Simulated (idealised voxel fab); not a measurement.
process module | voxel air gaps
cross-section cut | 255 nm wide | cells 5 nm
A cross-section is a grid of square cells, given in bands from the top down. A band is one or more rows of cells.
Each band's line starts with the height of the band's top and of its bottom, in nm. Then come its materials from left to right, each with its width in nm. One material with "throughout" fills the band from edge to edge. "air" is empty space.
Height 0 is the level under which the wafer as received is all one material. The lowest band goes on downwards, as in "0 down".
A width such as "30 to 40" changes by the same amount from each row of cells to the next, from the band's top row to its bottom row.
"no change" after a step means that no cell of the cross-section changed.
closed voids: empty space of 8 cells or more with no open way to the top, each as width x height at its distance from the left edge, in nm
after a step's settings: what the simulator itself notes on the step
overlay nm, on a step with a mask: how far to the right of its planned place the mask lay; to the left if negative
plan
1 op RECEIVE | material Si
2 op CONFORMAL_DEP | material SiO2 | thk nm 10
3 op CONFORMAL_DEP | material SiN | thk nm 5
4 op DIRECTIONAL_DEP | material lowk | thk nm 40
5 op PATTERN | tone open | mask id LINES | material resist | width nm 15 | pitch nm 40 | thk nm 15 | overlay nm 0
6 op DIRECTIONAL_ETCH | etch materials lowk | depth nm 40
7 op STRIP | etch materials resist
8 op CONFORMAL_DEP | material TiN | thk nm 5
9 op FILL_DEP | material Cu | thk nm 5
10 op CMP | height nm 55
11 op EPI | material Ru | thk nm 10
12 op SELECTIVE_ETCH | etch materials lowk | depth nm 50
13 op CONFORMAL_DEP | material SiN | thk nm 5
as received, after step 1
  0 down: Si throughout
  closed voids: none
first wafer at the end, as planned
  70 to 65: air 45 | SiN 165 | air 45
  65 to 55: air 45 | SiN 5 | Ru 35 | SiN 5 | Ru 35 | SiN 5 | Ru 35 | SiN 5 | Ru 35 | SiN 5 | air 45
  55 to 50: air 45 | SiN 15 | TiN 5 | Cu 5 | TiN 5 | SiN 25 | TiN 5 | Cu 5 | TiN 5 | SiN 25 | TiN 5 | Cu 5 | TiN 5 | SiN 25 | TiN 5 | Cu 5 | TiN 5 | SiN 15 | air 45
  50 to 20: air 55 | SiN 5 | TiN 5 | Cu 5 | TiN 5 | SiN 5 | air 15 | SiN 5 | TiN 5 | Cu 5 | TiN 5 | SiN 5 | air 15 | SiN 5 | TiN 5 | Cu 5 | TiN 5 | SiN 5 | air 15 | SiN 5 | TiN 5 | Cu 5 | TiN 5 | SiN 5 | air 55
  20 to 15: SiN 60 | TiN 15 | SiN 25 | TiN 15 | SiN 25 | TiN 15 | SiN 25 | TiN 15 | SiN 60
  15 to 10: SiN throughout
  10 to 0: SiO2 throughout
  0 down: Si throughout
  closed voids: 15 x 30 at 80; 15 x 30 at 120; 15 x 30 at 160
second wafer at the end: like start, like plan, one mistake
  65 to 55: air 50 | Ru 35 | air 5 | Ru 35 | air 5 | Ru 35 | air 5 | Ru 35 | air 50
  55 to 20: air 60 | TiN 5 | Cu 5 | TiN 5 | air 25 | TiN 5 | Cu 5 | TiN 5 | air 25 | TiN 5 | Cu 5 | TiN 5 | air 25 | TiN 5 | Cu 5 | TiN 5 | air 60
  20 to 15: air 60 | TiN 15 | air 25 | TiN 15 | air 25 | TiN 15 | air 25 | TiN 15 | air 60
  15 to 10: SiN throughout
  10 to 0: SiO2 throughout
  0 down: Si throughout
  closed voids: none
what went wrong: step 13 was left out
at the end the second wafer has, in cells: 151 fewer of SiN
closed voids at the end (first wafer, second wafer): 3, 0
